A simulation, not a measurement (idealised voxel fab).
Herein follows the process module entitled voxel spacer lines.
Each square cell in cross-section cut measures 5 nm, and the section as a whole is 175 nm wide.
In what follows, cross-sections appear as grids of square cells, described through bands that run from the top down, where every band is one or more rows of cells. Read a band's entry like this: the first values are the height of its top and the height of its bottom in nm, and what follows is the sequence of materials from left to right, each with its width in nm. Note that "empty" is empty space, and that a single material marked "full width" reaches across the band from edge to edge. Measure heights from 0. That's the level where, below it, the as-received wafer is all one material. The lowest band is bottomless and extends downward; write it as in "top 0, no bottom". Graded width ("30 to 40"): value in top row of band = first number; value in bottom row = second number; row-to-row change constant. It should be understood that the words "no alteration", when stated for a given step, signify that the cross-section underwent no change in any of its cells during that step. "Closed empty spaces" - sealed voids, min. 8 cells, no opening to top; format: width x height at distance (distance from left edge; nm throughout). Where a step's line continues beyond its settings, the continuation is a remark by the simulator itself on that step. For masked steps, "overlay nm" on the step line gives how far right of plan the mask actually lay; a minus sign means it lay to the left.

Planned process steps:
| 1 | op RECEIVE | material Si |
| 2 | op CONFORMAL_DEP | material Al2O3 | thk nm 10 |
| 3 | op DIRECTIONAL_DEP | material W | thk nm 5 |
| 4 | op DIRECTIONAL_DEP | material polySi | thk nm 25 |
| 5 | op PATTERN | tone cover | mask id MANDREL | material resist | width nm 20 | pitch nm 60 | thk nm 30 | overlay nm 0 |
| 6 | op DIRECTIONAL_ETCH | etch materials polySi | depth nm 25 |
| 7 | op STRIP | etch materials resist |
| 8 | op CONFORMAL_DEP | material SiN | thk nm 10 |
| 9 | op DIRECTIONAL_ETCH | etch materials SiN | depth nm 10 |
| 10 | op STRIP | etch materials polySi |
| 11 | op DIRECTIONAL_ETCH | etch materials W | depth nm 15 |
| 12 | op STRIP | etch materials SiN |
| 13 | op FILL_DEP | material SiO2 | thk nm 10 |
| 14 | op CMP | height nm 25 |
Quick note for whoever runs this: the wafers start identical, but the thk nm at step 3 isn't the same across them. The plan just shows what the first wafer had.

Received condition of the first of several wafers, sectioned: post-step 1:
top 0, no bottom | Si full width
Closed empty spaces: none

Per wafer, end of module: cells gained (+) or lost (-) per material since receipt, then closed voids:
thk nm 5; +70 Al2O3; +93 SiO2; +12 W; Closed empty spaces: none
thk nm 10; +70 Al2O3; +81 SiO2; +24 W; Closed empty spaces: none
thk nm 15; +70 Al2O3; +69 SiO2; +36 W; Closed empty spaces: none
thk nm 20; +70 Al2O3; +46 SiO2; +59 W; Closed empty spaces: none
thk nm 25; +70 Al2O3; +23 SiO2; +82 W; Closed empty spaces: none
thk nm 30; +70 Al2O3; +105 W; Closed empty spaces: none
